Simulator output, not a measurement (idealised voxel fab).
Process module heading - voxel transistor to metal
Cross-section cut spans 195 nm and uses square cells 5 nm in size.
Just so we're on the same page, the cross-sections are grids of square cells, and they're listed out in bands top to bottom, each band one or more rows deep.
A band entry consists of two parts. The first gives the height of the band's top and the height of its bottom, in nm. The rest lists the band's materials from left to right, each with its width in nm. A single material labelled with the word "everywhere" fills the band from edge to edge, and the word "blank" marks empty space.
Height reference: 0 = level under which incoming wafer is all one material. Lowest band: no bottom, runs on downward, e.g. "0 nm and below".
A width given as "30->40" starts at the first number in the band's top row and ends at the second number in its bottom row, shifting by an equal amount at every step from row to row.
"no change" for a step: no cell of the cross-section changed in that step.
The label "Trapped cavities" introduces a list of the empty spaces, 8 cells or larger, that have no open way up to the top; each entry in it reads width x height at distance, where the distance is taken from the left edge and all three are stated in nm.
Note: text after step settings on the step line = simulator remark on that step.
overlay nm: for a step with a mask, the amount by which the mask lay right of where it was planned; a negative amount means left of it.

### These are the steps we planned for the process
- 1: RECEIVE | material Si
- 2: CONFORMAL_DEP | material SiO2 | thk nm 5
- 3: CONFORMAL_DEP | material SiN | thk nm 10
- 4: MASKED_ETCH | tone cover | mask id ACTIVE | width nm 125 | etch materials SiN | depth nm 10 | overlay nm 0
- 5: MASKED_ETCH | tone cover | mask id ACTIVE | width nm 125 | etch materials SiO2 | depth nm 5 | overlay nm 0
- 6: MASKED_ETCH | tone cover | mask id ACTIVE | width nm 125 | etch materials Si | depth nm 25 | overlay nm 0
- 7: FILL_DEP | material SiO2 | thk nm 5
- 8: CMP | height nm 15
- 9: SELECTIVE_ETCH | etch materials SiO2 | depth nm 10
- 10: STRIP | etch materials SiN
- 11: SELECTIVE_ETCH | etch materials SiO2 | depth nm 5
- 12: OXIDIZE | depth nm 5
- 13: DIRECTIONAL_DEP | material polySi | thk nm 25
- 14: DIRECTIONAL_DEP | material SiCN | thk nm 10
- 15: PATTERN | tone cover | mask id GATE | material resist | width nm 25 | thk nm 15 | overlay nm 0
- 16: DIRECTIONAL_ETCH | etch materials SiCN | depth nm 20
- 17: DIRECTIONAL_ETCH | etch materials polySi | depth nm 35
- 18: STRIP | etch materials resist
- 19: CONFORMAL_DEP | material SiN | thk nm 10
- 20: DIRECTIONAL_ETCH | etch materials SiN | depth nm 10
- 21: DIRECTIONAL_ETCH | etch materials SiO2 | depth nm 5
- 22: DIRECTIONAL_ETCH | etch materials Si | depth nm 5
- 23: EPI | material SiGe | thk nm 10
- 24: FILL_DEP | material SiO2 | thk nm 10
- 25: CMP | height nm 35
- 26: DIRECTIONAL_DEP | material SiO2 | thk nm 15
- 27: DIRECTIONAL_DEP | material aC | thk nm 15
- 28: PATTERN | tone open | mask id CONTACT | material resist | width nm 35 | pitch nm 70 | thk nm 30 | overlay nm 0
- 29: DIRECTIONAL_ETCH | etch materials aC | depth nm 15
- 30: STRIP | etch materials resist
- 31: DIRECTIONAL_ETCH | etch materials SiO2 | depth nm 50
- 32: STRIP | etch materials aC
- 33: CONFORMAL_DEP | material TiN | thk nm 5
- 34: FILL_DEP | material Ru | thk nm 10
- 35: CMP | height nm 50
- 36: CONFORMAL_DEP | material SiCN | thk nm 5
- 37: DIRECTIONAL_DEP | material lowk | thk nm 20
- 38: MASKED_ETCH | tone open | mask id METAL_1 | width nm 20 | pitch nm 85 | etch materials lowk | depth nm 20 | overlay nm 0
- 39: MASKED_ETCH | tone open | mask id METAL_1 | width nm 20 | pitch nm 85 | etch materials SiCN | depth nm 5 | overlay nm 0
- 40: CONFORMAL_DEP | material TiN | thk nm 5
- 41: FILL_DEP | material W | thk nm 5
- 42: CMP | height nm 75
- 43: CONFORMAL_DEP | material SiCN | thk nm 5
- 44: DIRECTIONAL_DEP | material SiO2 | thk nm 30
- 45: PATTERN | tone open | mask id METAL_2 | material resist | width nm 15 | pitch nm 85 | thk nm 15 | overlay nm 0
- 46: DIRECTIONAL_ETCH | etch materials SiO2 | depth nm 20
- 47: STRIP | etch materials resist
- 48: MASKED_ETCH | tone open | mask id METAL_2_HOLES | width nm 15 | pitch nm 85 | etch materials SiO2 | depth nm 10 | overlay nm 0
- 49: MASKED_ETCH | tone open | mask id METAL_2_HOLES | width nm 15 | pitch nm 85 | etch materials SiCN | depth nm 5 | overlay nm 0
- 50: CONFORMAL_DEP | material TiN | thk nm 5
- 51: FILL_DEP | material Cu | thk nm 10
- 52: CMP | height nm 110
- 53: CONFORMAL_DEP | material SiN | thk nm 5
The wafers in this document start out alike and differ in the width nm applied at step 45; the plan shows the value used for the first wafer.

### As-received cross-section, first of several wafers, post step 1
	0 nm and below | Si everywhere
	Trapped cavities: none

### Note: the following table is arranged by wafer, a row apiece. Each row reports the end-of-module state: per material, cells gained (+) or cells lost (-) compared with the wafer as received; closed voids follow
width nm 15, +8 Cu, +72 Ru, -111 Si, +76 SiCN, +38 SiGe, +67 SiN, +476 SiO2, +106 TiN, +16 W, +124 lowk, +25 polySi, Trapped cavities: none
width nm 20, +18 Cu, +72 Ru, -111 Si, +74 SiCN, +38 SiGe, +67 SiN, +468 SiO2, +106 TiN, +16 W, +124 lowk, +25 polySi, Trapped cavities: none
width nm 25, +24 Cu, +72 Ru, -111 Si, +74 SiCN, +38 SiGe, +67 SiN, +460 SiO2, +108 TiN, +16 W, +124 lowk, +25 polySi, Trapped cavities: none
width nm 30, +30 Cu, +72 Ru, -111 Si, +74 SiCN, +38 SiGe, +67 SiN, +452 SiO2, +110 TiN, +16 W, +124 lowk, +25 polySi, Trapped cavities: none
width nm 35, +36 Cu, +72 Ru, -111 Si, +74 SiCN, +38 SiGe, +67 SiN, +444 SiO2, +112 TiN, +16 W, +124 lowk, +25 polySi, Trapped cavities: none
